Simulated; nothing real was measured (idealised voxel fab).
Name of the process module below: voxel ribs on slabs
Xsec cut, 205 nm wide, square cell size 5 nm.
We lay out every cross-section as a grid of square cells and spell it out in bands from the top down, where one band means one or more rows of cells.
Top height, bottom height, nm. Materials left to right, width each, nm. Single material + "full width" = fills band edge to edge. "air" = empty.
It should be noted that heights are counted from 0, beneath which the wafer as supplied is of one material throughout, and that the lowest band possesses no lower boundary but continues downward, as written in "0 -> down".
A two-number width, for instance "30..40", indicates that the width is equal to the first number in the top row of the band and to the second number in the bottom row, and that it changes by a constant amount per row of cells.
When a step is marked "nothing changed", none of the cells in the cross-section changed during that step.
"Enclosed void listing" means: voids of 8 cells or more that are shut off from the top with no open way through. Written width x height at distance, distance from the left edge, in nm.
Step line, after settings: the simulator's comment on this step.
overlay nm: step with mask; distance mask lay right of planned place; negative value = left of planned place.
The planned process steps are enumerated hereunder:
1) RECEIVE, material Si
2) DIRECTIONAL_DEP, material SiO2, thk nm 25
3) DIRECTIONAL_DEP, material polySi, thk nm 15
4) DIRECTIONAL_DEP, material aC, thk nm 15
5) PATTERN, tone cover, mask id RIB, material resist, width nm 25, thk nm 35, overlay nm 0
6) DIRECTIONAL_ETCH, etch materials aC, depth nm 15
7) STRIP, etch materials resist
8) DIRECTIONAL_ETCH, etch materials polySi, depth nm 5
9) STRIP, etch materials aC
10) DIRECTIONAL_DEP, material aC, thk nm 15
11) PATTERN, tone cover, mask id SLAB, material resist, width nm 85, thk nm 30, overlay nm 0
12) DIRECTIONAL_ETCH, etch materials aC, depth nm 15
13) STRIP, etch materials resist
14) DIRECTIONAL_ETCH, etch materials polySi, depth nm 10
15) STRIP, etch materials aC
16) FILL_DEP, material SiO2, thk nm 15
17) CMP, height nm 50
18) DIRECTIONAL_DEP, material TiN, thk nm 10
19) DIRECTIONAL_DEP, material aC, thk nm 15
20) PATTERN, tone cover, mask id HEATER, material resist, width nm 35, thk nm 35, overlay nm 0
21) DIRECTIONAL_ETCH, etch materials aC, depth nm 15
22) STRIP, etch materials resist
23) DIRECTIONAL_ETCH, etch materials TiN, depth nm 10
24) STRIP, etch materials aC
25) CONFORMAL_DEP, material SiN, thk nm 10
First wafer, as planned:
Wafer cross-section on receipt, i.e. after step 1:
	0 -> down  Si full width
	Enclosed void listing: none
Cross-section through the wafer, step 2 finished:
	25 -> 0  SiO2 full width
	All layers under 0 are left as they were.
Cross-section through the wafer, step 3 finished:
	40 -> 25  polySi full width
	All layers under 25 are left as they were.
Cross-section through the wafer, step 4 finished:
	55 -> 40  aC full width
	All layers under 40 are left as they were.
Cross-section through the wafer, step 5 finished:
	90 -> 55  90 of air, then 25 of resist, then 90 of air
	All layers under 55 are left as they were.
Cross-section through the wafer, step 6 finished:
	75 -> 55  90 of air, then 25 of resist, then 90 of air
	55 -> 40  90 of air, then 25 of aC, then 90 of air
	All layers under 40 are left as they were.
Cross-section through the wafer, step 7 finished:
	55 -> 40  90 of air, then 25 of aC, then 90 of air
	All layers under 40 are left as they were.
Cross-section through the wafer, step 8 finished:
	55 -> 40  90 of air, then 25 of aC, then 90 of air
	40 -> 35  90 of air, then 25 of polySi, then 90 of air
	All layers under 35 are left as they were.
Cross-section through the wafer, step 9 finished:
	40 -> 35  90 of air, then 25 of polySi, then 90 of air
	All layers under 35 are left as they were.
Cross-section through the wafer, step 10 finished:
	55 -> 50  90 of air, then 25 of aC, then 90 of air
	50 -> 40  aC full width
	40 -> 35  90 of aC, then 25 of polySi, then 90 of aC
	All layers under 35 are left as they were.
Cross-section through the wafer, step 11 finished:
	85 -> 55  60 of air, then 85 of resist, then 60 of air
	55 -> 50  60 of air, then 30 of resist, then 25 of aC, then 30 of resist, then 60 of air
	All layers under 50 are left as they were.
Cross-section through the wafer, step 12 finished:
	70 -> 55  60 of air, then 85 of resist, then 60 of air
	55 -> 50  60 of air, then 30 of resist, then 25 of aC, then 30 of resist, then 60 of air
	50 -> 40  60 of air, then 85 of aC, then 60 of air
	40 -> 35  60 of air, then 30 of aC, then 25 of polySi, then 30 of aC, then 60 of air
	All layers under 35 are left as they were.
Cross-section through the wafer, step 13 finished:
	55 -> 50  90 of air, then 25 of aC, then 90 of air
	All layers under 50 are left as they were.
Cross-section through the wafer, step 14 finished:
	55 -> 50  90 of air, then 25 of aC, then 90 of air
	50 -> 40  60 of air, then 85 of aC, then 60 of air
	40 -> 35  60 of air, then 30 of aC, then 25 of polySi, then 30 of aC, then 60 of air
	35 -> 25  60 of air, then 85 of polySi, then 60 of air
	All layers under 25 are left as they were.
Cross-section through the wafer, step 15 finished:
	40 -> 35  90 of air, then 25 of polySi, then 90 of air
	All layers under 35 are left as they were.
Cross-section through the wafer, step 16 finished:
	55 -> 40  SiO2 full width
	40 -> 35  90 of SiO2, then 25 of polySi, then 90 of SiO2
	35 -> 25  60 of SiO2, then 85 of polySi, then 60 of SiO2
	All layers under 25 are left as they were.
Cross-section through the wafer, step 17 finished:
	50 -> 40  SiO2 full width
	All layers under 40 are left as they were.
Cross-section through the wafer, step 18 finished:
	60 -> 50  TiN full width
	All layers under 50 are left as they were.
Cross-section through the wafer, step 19 finished:
	75 -> 60  aC full width
	All layers under 60 are left as they were.
Cross-section through the wafer, step 20 finished:
	110 -> 75  85 of air, then 35 of resist, then 85 of air
	All layers under 75 are left as they were.
Cross-section through the wafer, step 21 finished:
	95 -> 75  85 of air, then 35 of resist, then 85 of air
	75 -> 60  85 of air, then 35 of aC, then 85 of air
	All layers under 60 are left as they were.
Cross-section through the wafer, step 22 finished:
	75 -> 60  85 of air, then 35 of aC, then 85 of air
	All layers under 60 are left as they were.
Cross-section through the wafer, step 23 finished:
	75 -> 60  85 of air, then 35 of aC, then 85 of air
	60 -> 50  85 of air, then 35 of TiN, then 85 of air
	All layers under 50 are left as they were.
Cross-section through the wafer, step 24 finished:
	60 -> 50  85 of air, then 35 of TiN, then 85 of air
	All layers under 50 are left as they were.
Cross-section through the wafer, step 25 finished:
	70 -> 60  75 of air, then 55 of SiN, then 75 of air
	60 -> 50  85 of SiN, then 35 of TiN, then 85 of SiN
	All layers under 50 are left as they were.
Second wafer, same starting state and plan as the first, one mistake in the run, identical through step 22:
Second wafer cross-section, taken as of the time the plan sets for step 23 to be done:
	75 -> 60  85 of air, then 35 of aC, then 85 of air
	60 -> 55  85 of air, then 35 of TiN, then 85 of air
	All layers under 55 are left as they were.
Second wafer cross-section, taken as of the time the plan sets for step 24 to be done:
	60 -> 55  85 of air, then 35 of TiN, then 85 of air
	All layers under 55 are left as they were.
Second wafer cross-section, taken as of the time the plan sets for step 25 to be done:
	70 -> 65  75 of air, then 55 of SiN, then 75 of air
	65 -> 60  SiN full width
	60 -> 55  85 of SiN, then 35 of TiN, then 85 of SiN
	All layers under 55 are left as they were.
In executing the process, a mistake was made relative to the plan: step 23 off recipe, ran as DIRECTIONAL_ETCH, etch materials TiN, depth nm 5
The closing comparison, in cells, has the second wafer with more or fewer of some materials than the first: 4 fewer of SiN | 34 more of TiN
